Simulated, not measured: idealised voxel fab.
Process module heading - voxel ribs on slabs
Cross-sectional view cut (width: 285 nm; square cell size: 5 nm).
A cross-section in this document is a grid of square cells, and it is written down as bands, the top band listed before the ones below it; a band is made up of one or more rows of cells. Per band: top height and bottom height in nm, followed by the left-to-right materials and their widths in nm; "all across" marks a single material spanning edge to edge, "blank" marks empty space. All heights in this document are referenced to 0, defined as the level beneath which the wafer, as received, consists entirely of one material. The lowest band is not bounded below; it extends indefinitely downward and is written in the form "0..down". Graded width ("30->40"): value in top row of band = first number; value in bottom row = second number; row-to-row change constant. Step note "everything unchanged" = no cross-section cell changed. Entry "Closed cavity list" = empty spaces >= 8 cells with no open way to the top; each as width x height at distance, distance from left edge, all nm. Heads up: the bit after the settings on a step's line is the simulator's remark on that step. "overlay nm" denotes, for a step that has a mask, the displacement of the mask to the right of its planned place, with negative values corresponding to the left.
Planned step list for the process
1: RECEIVE with material Si
2: DIRECTIONAL_DEP with material SiO2, thk nm 20
3: DIRECTIONAL_DEP with material polySi, thk nm 15
4: PATTERN with tone cover, mask id RIB, material resist, width nm 20, thk nm 15, overlay nm 0
5: DIRECTIONAL_ETCH with etch materials polySi, depth nm 5
6: STRIP with etch materials resist
7: MASKED_ETCH with tone cover, mask id SLAB, width nm 60, etch materials polySi, depth nm 10, overlay nm 0
8: FILL_DEP with material SiO2, thk nm 20
9: CMP with height nm 50
10: DIRECTIONAL_DEP with material TiN, thk nm 5
11: PATTERN with tone cover, mask id HEATER, material resist, width nm 20, thk nm 20, overlay nm 0
12: DIRECTIONAL_ETCH with etch materials TiN, depth nm 5
13: STRIP with etch materials resist
14: CONFORMAL_DEP with material SiN, thk nm 10
The plan's step 11 width nm is the first wafer's value; the wafers differ in this setting and start identical.
Cross-sectional view of the first of several wafers in the as-received condition, corresponding to the state following step 1
> 0..down | Si all across
> Closed cavity list: none
The following table contains a row per wafer, in which are reported, at the conclusion of the module, the cells of each material gained (+) or lost (-) since the wafer's receipt, with its closed voids given thereafter
width nm 20; +118 SiN; +542 SiO2; +4 TiN; +28 polySi; Closed cavity list: none
width nm 25; +118 SiN; +542 SiO2; +5 TiN; +28 polySi; Closed cavity list: none
width nm 30; +118 SiN; +542 SiO2; +6 TiN; +28 polySi; Closed cavity list: none
width nm 35; +118 SiN; +542 SiO2; +7 TiN; +28 polySi; Closed cavity list: none
width nm 40; +118 SiN; +542 SiO2; +8 TiN; +28 polySi; Closed cavity list: none
width nm 45; +118 SiN; +542 SiO2; +9 TiN; +28 polySi; Closed cavity list: none
